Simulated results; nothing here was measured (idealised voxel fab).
Name of the process module below: voxel gate over fins
FYI the section here is cut, 185 nm wide, cells are 5 nm squares.
This document writes a cross-section as a grid whose cells are square, and gives it as bands, listed from the top down; one or more rows of cells form a band.
Top, bottom (nm), then materials left to right with widths (nm); lone material tagged "full width" fills the whole band edge to edge; "empty" = empty space.
The reference from which all heights are counted is 0, the level beneath which the as-received wafer is entirely one material; the lowest band, having no lower bound, proceeds downward and is written after the example "top 0, no bottom".
You'd read "30->40" like this: the band's top row of cells is as wide as the first number, its bottom row is as wide as the second, and going down, every row changes width by the same amount as the row before did.
No cell of the cross-section changed in a step that is given as "left unchanged".
The label "Enclosed voids" introduces a list of the empty spaces, 8 cells or larger, that have no open way up to the top; each entry in it reads width x height at distance, where the distance is taken from the left edge and all three are stated in nm.
It should be noted that, on the line of a given step, the content following the step's settings is a remark produced by the simulator itself with respect to that step.
Among the settings permitted on a step's line is "overlay nm"; applied to a step with a mask, it specifies the extent to which the mask lay to the right of its planned position, whereas a negative figure signifies a position to the left.

[Here's what the planned process steps look like]
1) op RECEIVE | material Si
2) op CONFORMAL_DEP | material SiN | thk nm 5
3) op DIRECTIONAL_DEP | material aC | thk nm 15
4) op PATTERN | tone cover | mask id FINS | material resist | width nm 15 | pitch nm 45 | thk nm 35 | overlay nm 0
5) op DIRECTIONAL_ETCH | etch materials aC | depth nm 15
6) op STRIP | etch materials resist
7) op DIRECTIONAL_ETCH | etch materials SiN | depth nm 5
8) op DIRECTIONAL_ETCH | etch materials Si | depth nm 30
9) op STRIP | etch materials aC
10) op OXIDIZE | depth nm 5
11) op FILL_DEP | material SiO2 | thk nm 5
12) op CMP | height nm 5
13) op SELECTIVE_ETCH | etch materials SiO2 | depth nm 20
14) op STRIP | etch materials SiN
15) op CONFORMAL_DEP | material HfO2 | thk nm 5
16) op CONFORMAL_DEP | material TiN | thk nm 5
17) op FILL_DEP | material W | thk nm 15
18) op CMP | height nm 20
19) op CONFORMAL_DEP | material SiCN | thk nm 5

[first wafer, as planned]

[Wafer cross-section on receipt, i.e. after step 1]
top 0, no bottom  Si full width
Enclosed voids: none

[Presented here is a cross-section of the wafer after step 2 has been performed]
top 5, bottom 0  SiN full width
At heights below 0, the structure remains unaltered.

[Presented here is a cross-section of the wafer after step 3 has been performed]
top 20, bottom 5  aC full width
At heights below 5, the structure remains unaltered.

[Presented here is a cross-section of the wafer after step 4 has been performed]
top 55, bottom 20  40 of empty; 15 of resist; 30 of empty; 15 of resist; 30 of empty; 15 of resist; 40 of empty
At heights below 20, the structure remains unaltered.

[Presented here is a cross-section of the wafer after step 5 has been performed]
top 40, bottom 20  40 of empty; 15 of resist; 30 of empty; 15 of resist; 30 of empty; 15 of resist; 40 of empty
top 20, bottom 5  40 of empty; 15 of aC; 30 of empty; 15 of aC; 30 of empty; 15 of aC; 40 of empty
At heights below 5, the structure remains unaltered.

[Presented here is a cross-section of the wafer after step 6 has been performed]
top 20, bottom 5  40 of empty; 15 of aC; 30 of empty; 15 of aC; 30 of empty; 15 of aC; 40 of empty
At heights below 5, the structure remains unaltered.

[Presented here is a cross-section of the wafer after step 7 has been performed]
top 20, bottom 5  40 of empty; 15 of aC; 30 of empty; 15 of aC; 30 of empty; 15 of aC; 40 of empty
top 5, bottom 0  40 of empty; 15 of SiN; 30 of empty; 15 of SiN; 30 of empty; 15 of SiN; 40 of empty
At heights below 0, the structure remains unaltered.

[Presented here is a cross-section of the wafer after step 8 has been performed]
top 20, bottom 5  40 of empty; 15 of aC; 30 of empty; 15 of aC; 30 of empty; 15 of aC; 40 of empty
top 5, bottom 0  40 of empty; 15 of SiN; 30 of empty; 15 of SiN; 30 of empty; 15 of SiN; 40 of empty
top 0, bottom -30  40 of empty; 15 of Si; 30 of empty; 15 of Si; 30 of empty; 15 of Si; 40 of empty
At heights below -30, the structure remains unaltered.

[Presented here is a cross-section of the wafer after step 9 has been performed]
top 5, bottom 0  40 of empty; 15 of SiN; 30 of empty; 15 of SiN; 30 of empty; 15 of SiN; 40 of empty
At heights below 0, the structure remains unaltered.

[Presented here is a cross-section of the wafer after step 10 has been performed]
top 5, bottom 0  40 of empty; 15 of SiN; 30 of empty; 15 of SiN; 30 of empty; 15 of SiN; 40 of empty
top 0, bottom -30  40 of empty; 5 of SiO2; 5 of Si; 5 of SiO2; 30 of empty; 5 of SiO2; 5 of Si; 5 of SiO2; 30 of empty; 5 of SiO2; 5 of Si; 5 of SiO2; 40 of empty
top -30, bottom -35  45 of SiO2; 5 of Si; 40 of SiO2; 5 of Si; 40 of SiO2; 5 of Si; 45 of SiO2
At heights below -35, the structure remains unaltered.

[Presented here is a cross-section of the wafer after step 11 has been performed]
top 10, bottom 5  SiO2 full width
top 5, bottom 0  40 of SiO2; 15 of SiN; 30 of SiO2; 15 of SiN; 30 of SiO2; 15 of SiN; 40 of SiO2
top 0, bottom -35  45 of SiO2; 5 of Si; 40 of SiO2; 5 of Si; 40 of SiO2; 5 of Si; 45 of SiO2
At heights below -35, the structure remains unaltered.

[Presented here is a cross-section of the wafer after step 12 has been performed]
top 5, bottom 0  40 of SiO2; 15 of SiN; 30 of SiO2; 15 of SiN; 30 of SiO2; 15 of SiN; 40 of SiO2
At heights below 0, the structure remains unaltered.

[Presented here is a cross-section of the wafer after step 13 has been performed]
top 5, bottom 0  40 of empty; 15 of SiN; 30 of empty; 15 of SiN; 30 of empty; 15 of SiN; 40 of empty
top 0, bottom -15  45 of empty; 5 of Si; 40 of empty; 5 of Si; 40 of empty; 5 of Si; 45 of empty
At heights below -15, the structure remains unaltered.

[Presented here is a cross-section of the wafer after step 14 has been performed]
top 0, bottom -15  45 of empty; 5 of Si; 40 of empty; 5 of Si; 40 of empty; 5 of Si; 45 of empty
At heights below -15, the structure remains unaltered.

[Presented here is a cross-section of the wafer after step 15 has been performed]
top 5, bottom 0  40 of empty; 15 of HfO2; 30 of empty; 15 of HfO2; 30 of empty; 15 of HfO2; 40 of empty
top 0, bottom -10  40 of empty; 5 of HfO2; 5 of Si; 5 of HfO2; 30 of empty; 5 of HfO2; 5 of Si; 5 of HfO2; 30 of empty; 5 of HfO2; 5 of Si; 5 of HfO2; 40 of empty
top -10, bottom -15  45 of HfO2; 5 of Si; 40 of HfO2; 5 of Si; 40 of HfO2; 5 of Si; 45 of HfO2
At heights below -15, the structure remains unaltered.

[Presented here is a cross-section of the wafer after step 16 has been performed]
top 10, bottom 5  35 of empty; 25 of TiN; 20 of empty; 25 of TiN; 20 of empty; 25 of TiN; 35 of empty
top 5, bottom 0  35 of empty; 5 of TiN; 15 of HfO2; 5 of TiN; 20 of empty; 5 of TiN; 15 of HfO2; 5 of TiN; 20 of empty; 5 of TiN; 15 of HfO2; 5 of TiN; 35 of empty
top 0, bottom -5  35 of empty; 5 of TiN; 5 of HfO2; 5 of Si; 5 of HfO2; 5 of TiN; 20 of empty; 5 of TiN; 5 of HfO2; 5 of Si; 5 of HfO2; 5 of TiN; 20 of empty; 5 of TiN; 5 of HfO2; 5 of Si; 5 of HfO2; 5 of TiN; 35 of empty
top -5, bottom -10  40 of TiN; 5 of HfO2; 5 of Si; 5 of HfO2; 30 of TiN; 5 of HfO2; 5 of Si; 5 of HfO2; 30 of TiN; 5 of HfO2; 5 of Si; 5 of HfO2; 40 of TiN
At heights below -10, the structure remains unaltered.

[Presented here is a cross-section of the wafer after step 17 has been performed]
top 25, bottom 10  W full width
top 10, bottom 5  35 of W; 25 of TiN; 20 of W; 25 of TiN; 20 of W; 25 of TiN; 35 of W
top 5, bottom 0  35 of W; 5 of TiN; 15 of HfO2; 5 of TiN; 20 of W; 5 of TiN; 15 of HfO2; 5 of TiN; 20 of W; 5 of TiN; 15 of HfO2; 5 of TiN; 35 of W
top 0, bottom -5  35 of W; 5 of TiN; 5 of HfO2; 5 of Si; 5 of HfO2; 5 of TiN; 20 of W; 5 of TiN; 5 of HfO2; 5 of Si; 5 of HfO2; 5 of TiN; 20 of W; 5 of TiN; 5 of HfO2; 5 of Si; 5 of HfO2; 5 of TiN; 35 of W
At heights below -5, the structure remains unaltered.

[Presented here is a cross-section of the wafer after step 18 has been performed]
top 20, bottom 10  W full width
At heights below 10, the structure remains unaltered.

[Presented here is a cross-section of the wafer after step 19 has been performed]
top 25, bottom 20  SiCN full width
At heights below 20, the structure remains unaltered.

[Wafer two of two - same starting point, same process plan, one mistake in execution; matches wafer one up to and including step 10]

[Cross-section of the second wafer at the time by which step 11 should have been completed according to the plan]
top 10, bottom 5  aC full width
top 5, bottom 0  40 of aC; 15 of SiN; 30 of aC; 15 of SiN; 30 of aC; 15 of SiN; 40 of aC
top 0, bottom -30  40 of aC; 5 of SiO2; 5 of Si; 5 of SiO2; 30 of aC; 5 of SiO2; 5 of Si; 5 of SiO2; 30 of aC; 5 of SiO2; 5 of Si; 5 of SiO2; 40 of aC
At heights below -30, the structure remains unaltered.

[Cross-section of the second wafer at the time by which step 12 should have been completed according to the plan]
top 5, bottom 0  40 of aC; 15 of SiN; 30 of aC; 15 of SiN; 30 of aC; 15 of SiN; 40 of aC
At heights below 0, the structure remains unaltered.

Cross-section of the second wafer at the time by which step 13 should have been completed according to the plan: left unchanged

[Cross-section of the second wafer at the time by which step 14 should have been completed according to the plan]
top 5, bottom 0  40 of aC; 15 of empty; 30 of aC; 15 of empty; 30 of aC; 15 of empty; 40 of aC
At heights below 0, the structure remains unaltered.

[Cross-section of the second wafer at the time by which step 15 should have been completed according to the plan]
top 10, bottom 5  45 of HfO2; 5 of empty; 40 of HfO2; 5 of empty; 40 of HfO2; 5 of empty; 45 of HfO2
top 5, bottom 0  40 of aC; 15 of HfO2; 30 of aC; 15 of HfO2; 30 of aC; 15 of HfO2; 40 of aC
At heights below 0, the structure remains unaltered.

[Cross-section of the second wafer at the time by which step 16 should have been completed according to the plan]
top 15, bottom 10  TiN full width
top 10, bottom 5  45 of HfO2; 5 of TiN; 40 of HfO2; 5 of TiN; 40 of HfO2; 5 of TiN; 45 of HfO2
At heights below 5, the structure remains unaltered.

[Cross-section of the second wafer at the time by which step 17 should have been completed according to the plan]
top 30, bottom 15  W full width
At heights below 15, the structure remains unaltered.

[Cross-section of the second wafer at the time by which step 18 should have been completed according to the plan]
top 20, bottom 15  W full width
At heights below 15, the structure remains unaltered.

[Cross-section of the second wafer at the time by which step 19 should have been completed according to the plan]
top 25, bottom 20  SiCN full width
At heights below 20, the structure remains unaltered.
What was done differently from what was planned? step 11 ran differently from the plan; actual operation with settings: op FILL_DEP | material aC | thk nm 5
Count the cells at the end and the second wafer has more or fewer of some materials than the first: HfO2 -12, SiO2 -66, TiN -15, W -103, aC +196
